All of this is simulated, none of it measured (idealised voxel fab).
Presented below is a process module, voxel self aligned contacts.
Pictured: cross-section cut, 275 nm wide, on a grid of 5 nm square cells.
Format of a cross-section: grid, square cells. Given as bands. Order: top down. Band: one or more rows of cells. What a band's entry tells you: where the top is and where the bottom is, as heights in nm, and after that what lies inside, material by material from left to right, each with its width in nm. Empty space is written as the word "empty", and a single material marked with the word "all across" occupies the band from edge to edge. Below 0: as-received wafer, all one material; heights counted from there. Lowest band: no bottom, goes on down, written "0 -> down". The notation "30->40" denotes a width that varies across the rows of cells in the band, beginning at the first number in the top row, finishing at the second number in the bottom row, and changing by an identical amount from each row to the next. For the purposes of this document, the phrase "no modifications" attached to a step denotes that no cell within the cross-section was modified by that step. Sealed cavities: empty space of 8 cells or more with no open way to the top, each as width x height at its distance from the left edge, in nm. On each step's line, the part that comes after the settings is the simulator's own comment on the step. "overlay nm" on a masked step: distance the mask lay right of its planned place, negative for left.
-- Below is the list of planned process steps
- 1: RECEIVE: material Si
- 2: OXIDIZE: depth nm 5
- 3: DIRECTIONAL_DEP: material polySi, thk nm 25
- 4: DIRECTIONAL_DEP: material SiN, thk nm 25
- 5: DIRECTIONAL_DEP: material aC, thk nm 15
- 6: PATTERN: tone cover, mask id GATE, material resist, width nm 35, pitch nm 80, thk nm 30, overlay nm 0
- 7: DIRECTIONAL_ETCH: etch materials aC, depth nm 15
- 8: STRIP: etch materials resist
- 9: DIRECTIONAL_ETCH: etch materials SiN, depth nm 25
- 10: DIRECTIONAL_ETCH: etch materials polySi, depth nm 25
- 11: STRIP: etch materials aC
- 12: CONFORMAL_DEP: material SiN, thk nm 10
- 13: DIRECTIONAL_ETCH: etch materials SiN, depth nm 10
- 14: FILL_DEP: material SiO2, thk nm 20
- 15: CMP: height nm 60
- 16: DIRECTIONAL_DEP: material aC, thk nm 10
- 17: PATTERN: tone open, mask id CONTACT, material resist, width nm 55, pitch nm 80, thk nm 25, overlay nm 0
- 18: DIRECTIONAL_ETCH: etch materials aC, depth nm 10
- 19: STRIP: etch materials resist
- 20: DIRECTIONAL_ETCH: etch materials SiO2, depth nm 65
- 21: STRIP: etch materials aC
- 22: CONFORMAL_DEP: material TiN, thk nm 5
- 23: FILL_DEP: material Ru, thk nm 10
- 24: CMP: height nm 60
- 25: CONFORMAL_DEP: material SiCN, thk nm 5
-- Of two wafers, the first: run according to plan
-- Cross-section of the wafer upon arrival, representing the state reached after step 1
0 -> down  Si all across
Sealed cavities: none
-- after step 2
0 -> -5  SiO2 all across
Beneath the level -5, the cross-section is identical to its previous state.
-- after step 3
25 -> 0  polySi all across
Beneath the level 0, the cross-section is identical to its previous state.
-- after step 4
50 -> 25  SiN all across
Beneath the level 25, the cross-section is identical to its previous state.
-- after step 5
65 -> 50  aC all across
Beneath the level 50, the cross-section is identical to its previous state.
-- after step 6
95 -> 65  40 empty; 35 resist; 45 empty; 35 resist; 45 empty; 35 resist; 40 empty
Beneath the level 65, the cross-section is identical to its previous state.
-- after step 7
80 -> 65  40 empty; 35 resist; 45 empty; 35 resist; 45 empty; 35 resist; 40 empty
65 -> 50  40 empty; 35 aC; 45 empty; 35 aC; 45 empty; 35 aC; 40 empty
Beneath the level 50, the cross-section is identical to its previous state.
-- after step 8
65 -> 50  40 empty; 35 aC; 45 empty; 35 aC; 45 empty; 35 aC; 40 empty
Beneath the level 50, the cross-section is identical to its previous state.
-- after step 9
65 -> 50  40 empty; 35 aC; 45 empty; 35 aC; 45 empty; 35 aC; 40 empty
50 -> 25  40 empty; 35 SiN; 45 empty; 35 SiN; 45 empty; 35 SiN; 40 empty
Beneath the level 25, the cross-section is identical to its previous state.
-- after step 10
65 -> 50  40 empty; 35 aC; 45 empty; 35 aC; 45 empty; 35 aC; 40 empty
50 -> 25  40 empty; 35 SiN; 45 empty; 35 SiN; 45 empty; 35 SiN; 40 empty
25 -> 0  40 empty; 35 polySi; 45 empty; 35 polySi; 45 empty; 35 polySi; 40 empty
Beneath the level 0, the cross-section is identical to its previous state.
-- after step 11
50 -> 25  40 empty; 35 SiN; 45 empty; 35 SiN; 45 empty; 35 SiN; 40 empty
Beneath the level 25, the cross-section is identical to its previous state.
-- after step 12
60 -> 25  30 empty; 55 SiN; 25 empty; 55 SiN; 25 empty; 55 SiN; 30 empty
25 -> 10  30 empty; 10 SiN; 35 polySi; 10 SiN; 25 empty; 10 SiN; 35 polySi; 10 SiN; 25 empty; 10 SiN; 35 polySi; 10 SiN; 30 empty
10 -> 0  40 SiN; 35 polySi; 45 SiN; 35 polySi; 45 SiN; 35 polySi; 40 SiN
Beneath the level 0, the cross-section is identical to its previous state.
-- after step 13
50 -> 25  30 empty; 55 SiN; 25 empty; 55 SiN; 25 empty; 55 SiN; 30 empty
25 -> 0  30 empty; 10 SiN; 35 polySi; 10 SiN; 25 empty; 10 SiN; 35 polySi; 10 SiN; 25 empty; 10 SiN; 35 polySi; 10 SiN; 30 empty
Beneath the level 0, the cross-section is identical to its previous state.
-- after step 14
70 -> 50  SiO2 all across
50 -> 25  30 SiO2; 55 SiN; 25 SiO2; 55 SiN; 25 SiO2; 55 SiN; 30 SiO2
25 -> 0  30 SiO2; 10 SiN; 35 polySi; 10 SiN; 25 SiO2; 10 SiN; 35 polySi; 10 SiN; 25 SiO2; 10 SiN; 35 polySi; 10 SiN; 30 SiO2
Beneath the level 0, the cross-section is identical to its previous state.
-- after step 15
60 -> 50  SiO2 all across
Beneath the level 50, the cross-section is identical to its previous state.
-- after step 16
70 -> 60  aC all across
Beneath the level 60, the cross-section is identical to its previous state.
-- after step 17
95 -> 70  70 resist; 55 empty; 25 resist; 55 empty; 70 resist
Beneath the level 70, the cross-section is identical to its previous state.
-- after step 18
85 -> 70  70 resist; 55 empty; 25 resist; 55 empty; 70 resist
70 -> 60  70 aC; 55 empty; 25 aC; 55 empty; 70 aC
Beneath the level 60, the cross-section is identical to its previous state.
-- after step 19
70 -> 60  70 aC; 55 empty; 25 aC; 55 empty; 70 aC
Beneath the level 60, the cross-section is identical to its previous state.
-- after step 20
70 -> 60  70 aC; 55 empty; 25 aC; 55 empty; 70 aC
60 -> 50  70 SiO2; 55 empty; 25 SiO2; 55 empty; 70 SiO2
50 -> 25  30 SiO2; 55 SiN; 25 empty; 55 SiN; 25 empty; 55 SiN; 30 SiO2
25 -> 0  30 SiO2; 10 SiN; 35 polySi; 10 SiN; 25 empty; 10 SiN; 35 polySi; 10 SiN; 25 empty; 10 SiN; 35 polySi; 10 SiN; 30 SiO2
0 -> -5  85 SiO2; 25 empty; 55 SiO2; 25 empty; 85 SiO2
Beneath the level -5, the cross-section is identical to its previous state.
-- after step 21
60 -> 50  70 SiO2; 55 empty; 25 SiO2; 55 empty; 70 SiO2
Beneath the level 50, the cross-section is identical to its previous state.
-- after step 22
65 -> 60  75 TiN; 45 empty; 35 TiN; 45 empty; 75 TiN
60 -> 50  70 SiO2; 5->20 TiN; 45->15 empty; 5->20 TiN; 25 SiO2; 5->20 TiN; 45->15 empty; 5->20 TiN; 70 SiO2
50 -> 25  30 SiO2; 55 SiN; 5 TiN; 15 empty; 5 TiN; 55 SiN; 5 TiN; 15 empty; 5 TiN; 55 SiN; 30 SiO2
25 -> 0  30 SiO2; 10 SiN; 35 polySi; 10 SiN; 5 TiN; 15 empty; 5 TiN; 10 SiN; 35 polySi; 10 SiN; 5 TiN; 15 empty; 5 TiN; 10 SiN; 35 polySi; 10 SiN; 30 SiO2
0 -> -5  85 SiO2; 25 TiN; 55 SiO2; 25 TiN; 85 SiO2
Beneath the level -5, the cross-section is identical to its previous state.
-- after step 23
75 -> 65  Ru all across
65 -> 60  75 TiN; 45 Ru; 35 TiN; 45 Ru; 75 TiN
60 -> 50  70 SiO2; 5->20 TiN; 45->15 Ru; 5->20 TiN; 25 SiO2; 5->20 TiN; 45->15 Ru; 5->20 TiN; 70 SiO2
50 -> 25  30 SiO2; 55 SiN; 5 TiN; 15 Ru; 5 TiN; 55 SiN; 5 TiN; 15 Ru; 5 TiN; 55 SiN; 30 SiO2
25 -> 0  30 SiO2; 10 SiN; 35 polySi; 10 SiN; 5 TiN; 15 Ru; 5 TiN; 10 SiN; 35 polySi; 10 SiN; 5 TiN; 15 Ru; 5 TiN; 10 SiN; 35 polySi; 10 SiN; 30 SiO2
Beneath the level 0, the cross-section is identical to its previous state.
-- after step 24
60 -> 50  70 SiO2; 5->20 TiN; 45->15 Ru; 5->20 TiN; 25 SiO2; 5->20 TiN; 45->15 Ru; 5->20 TiN; 70 SiO2
Beneath the level 50, the cross-section is identical to its previous state.
-- after step 25
65 -> 60  SiCN all across
Beneath the level 60, the cross-section is identical to its previous state.
-- Notes, second wafer: start = first wafer's, plan = first wafer's, execution had one mistake; history identical to first through step 2
-- Cross-section of the second wafer when, according to plan, step 3 should have finished
50 -> 0  polySi all across
Beneath the level 0, the cross-section is identical to its previous state.
-- Cross-section of the second wafer when, according to plan, step 4 should have finished
75 -> 50  SiN all across
Beneath the level 50, the cross-section is identical to its previous state.
-- Cross-section of the second wafer when, according to plan, step 5 should have finished
90 -> 75  aC all across
Beneath the level 75, the cross-section is identical to its previous state.
-- Cross-section of the second wafer when, according to plan, step 6 should have finished
120 -> 90  40 empty; 35 resist; 45 empty; 35 resist; 45 empty; 35 resist; 40 empty
Beneath the level 90, the cross-section is identical to its previous state.
-- Cross-section of the second wafer when, according to plan, step 7 should have finished
105 -> 90  40 empty; 35 resist; 45 empty; 35 resist; 45 empty; 35 resist; 40 empty
90 -> 75  40 empty; 35 aC; 45 empty; 35 aC; 45 empty; 35 aC; 40 empty
Beneath the level 75, the cross-section is identical to its previous state.
-- Cross-section of the second wafer when, according to plan, step 8 should have finished
90 -> 75  40 empty; 35 aC; 45 empty; 35 aC; 45 empty; 35 aC; 40 empty
Beneath the level 75, the cross-section is identical to its previous state.
-- Cross-section of the second wafer when, according to plan, step 9 should have finished
90 -> 75  40 empty; 35 aC; 45 empty; 35 aC; 45 empty; 35 aC; 40 empty
75 -> 50  40 empty; 35 SiN; 45 empty; 35 SiN; 45 empty; 35 SiN; 40 empty
Beneath the level 50, the cross-section is identical to its previous state.
-- Cross-section of the second wafer when, according to plan, step 10 should have finished
90 -> 75  40 empty; 35 aC; 45 empty; 35 aC; 45 empty; 35 aC; 40 empty
75 -> 50  40 empty; 35 SiN; 45 empty; 35 SiN; 45 empty; 35 SiN; 40 empty
50 -> 25  40 empty; 35 polySi; 45 empty; 35 polySi; 45 empty; 35 polySi; 40 empty
Beneath the level 25, the cross-section is identical to its previous state.
-- Cross-section of the second wafer when, according to plan, step 11 should have finished
75 -> 50  40 empty; 35 SiN; 45 empty; 35 SiN; 45 empty; 35 SiN; 40 empty
Beneath the level 50, the cross-section is identical to its previous state.
-- Cross-section of the second wafer when, according to plan, step 12 should have finished
85 -> 50  30 empty; 55 SiN; 25 empty; 55 SiN; 25 empty; 55 SiN; 30 empty
50 -> 35  30 empty; 10 SiN; 35 polySi; 10 SiN; 25 empty; 10 SiN; 35 polySi; 10 SiN; 25 empty; 10 SiN; 35 polySi; 10 SiN; 30 empty
35 -> 25  40 SiN; 35 polySi; 45 SiN; 35 polySi; 45 SiN; 35 polySi; 40 SiN
Beneath the level 25, the cross-section is identical to its previous state.
-- Cross-section of the second wafer when, according to plan, step 13 should have finished
75 -> 50  30 empty; 55 SiN; 25 empty; 55 SiN; 25 empty; 55 SiN; 30 empty
50 -> 25  30 empty; 10 SiN; 35 polySi; 10 SiN; 25 empty; 10 SiN; 35 polySi; 10 SiN; 25 empty; 10 SiN; 35 polySi; 10 SiN; 30 empty
Beneath the level 25, the cross-section is identical to its previous state.
-- Cross-section of the second wafer when, according to plan, step 14 should have finished
95 -> 75  SiO2 all across
75 -> 50  30 SiO2; 55 SiN; 25 SiO2; 55 SiN; 25 SiO2; 55 SiN; 30 SiO2
50 -> 25  30 SiO2; 10 SiN; 35 polySi; 10 SiN; 25 SiO2; 10 SiN; 35 polySi; 10 SiN; 25 SiO2; 10 SiN; 35 polySi; 10 SiN; 30 SiO2
Beneath the level 25, the cross-section is identical to its previous state.
-- Cross-section of the second wafer when, according to plan, step 15 should have finished
60 -> 50  30 SiO2; 55 SiN; 25 SiO2; 55 SiN; 25 SiO2; 55 SiN; 30 SiO2
Beneath the level 50, the cross-section is identical to its previous state.
-- Cross-section of the second wafer when, according to plan, step 16 should have finished
70 -> 60  aC all across
Beneath the level 60, the cross-section is identical to its previous state.
-- Cross-section of the second wafer when, according to plan, step 17 should have finished
95 -> 70  70 resist; 55 empty; 25 resist; 55 empty; 70 resist
Beneath the level 70, the cross-section is identical to its previous state.
-- Cross-section of the second wafer when, according to plan, step 18 should have finished
85 -> 70  70 resist; 55 empty; 25 resist; 55 empty; 70 resist
70 -> 60  70 aC; 55 empty; 25 aC; 55 empty; 70 aC
Beneath the level 60, the cross-section is identical to its previous state.
-- Cross-section of the second wafer when, according to plan, step 19 should have finished
70 -> 60  70 aC; 55 empty; 25 aC; 55 empty; 70 aC
Beneath the level 60, the cross-section is identical to its previous state.
-- Cross-section of the second wafer when, according to plan, step 20 should have finished
70 -> 60  70 aC; 55 empty; 25 aC; 55 empty; 70 aC
60 -> 50  30 SiO2; 55 SiN; 25 empty; 55 SiN; 25 empty; 55 SiN; 30 SiO2
50 -> 25  30 SiO2; 10 SiN; 35 polySi; 10 SiN; 25 empty; 10 SiN; 35 polySi; 10 SiN; 25 empty; 10 SiN; 35 polySi; 10 SiN; 30 SiO2
Beneath the level 25, the cross-section is identical to its previous state.
-- Cross-section of the second wafer when, according to plan, step 21 should have finished
60 -> 50  30 SiO2; 55 SiN; 25 empty; 55 SiN; 25 empty; 55 SiN; 30 SiO2
Beneath the level 50, the cross-section is identical to its previous state.
-- Cross-section of the second wafer when, according to plan, step 22 should have finished
65 -> 60  90 TiN; 15 empty; 65 TiN; 15 empty; 90 TiN
60 -> 50  30 SiO2; 55 SiN; 5 TiN; 15 empty; 5 TiN; 55 SiN; 5 TiN; 15 empty; 5 TiN; 55 SiN; 30 SiO2
50 -> 30  30 SiO2; 10 SiN; 35 polySi; 10 SiN; 5 TiN; 15 empty; 5 TiN; 10 SiN; 35 polySi; 10 SiN; 5 TiN; 15 empty; 5 TiN; 10 SiN; 35 polySi; 10 SiN; 30 SiO2
30 -> 25  30 SiO2; 10 SiN; 35 polySi; 10 SiN; 25 TiN; 10 SiN; 35 polySi; 10 SiN; 25 TiN; 10 SiN; 35 polySi; 10 SiN; 30 SiO2
Beneath the level 25, the cross-section is identical to its previous state.
-- Cross-section of the second wafer when, according to plan, step 23 should have finished
75 -> 65  Ru all across
65 -> 60  90 TiN; 15 Ru; 65 TiN; 15 Ru; 90 TiN
60 -> 50  30 SiO2; 55 SiN; 5 TiN; 15 Ru; 5 TiN; 55 SiN; 5 TiN; 15 Ru; 5 TiN; 55 SiN; 30 SiO2
50 -> 30  30 SiO2; 10 SiN; 35 polySi; 10 SiN; 5 TiN; 15 Ru; 5 TiN; 10 SiN; 35 polySi; 10 SiN; 5 TiN; 15 Ru; 5 TiN; 10 SiN; 35 polySi; 10 SiN; 30 SiO2
Beneath the level 30, the cross-section is identical to its previous state.
-- Cross-section of the second wafer when, according to plan, step 24 should have finished
60 -> 50  30 SiO2; 55 SiN; 5 TiN; 15 Ru; 5 TiN; 55 SiN; 5 TiN; 15 Ru; 5 TiN; 55 SiN; 30 SiO2
Beneath the level 50, the cross-section is identical to its previous state.
-- Cross-section of the second wafer when, according to plan, step 25 should have finished
65 -> 60  SiCN all across
Beneath the level 60, the cross-section is identical to its previous state.
Heads up, the wafer didn't run the way we planned it: execution of plan step 3 occurred twice
Wafer comparison, final, in cells, second relative to first, materials more or fewer: Ru: 48 fewer | SiN: 99 fewer | SiO2: 92 fewer | TiN: 36 fewer | polySi: 275 more
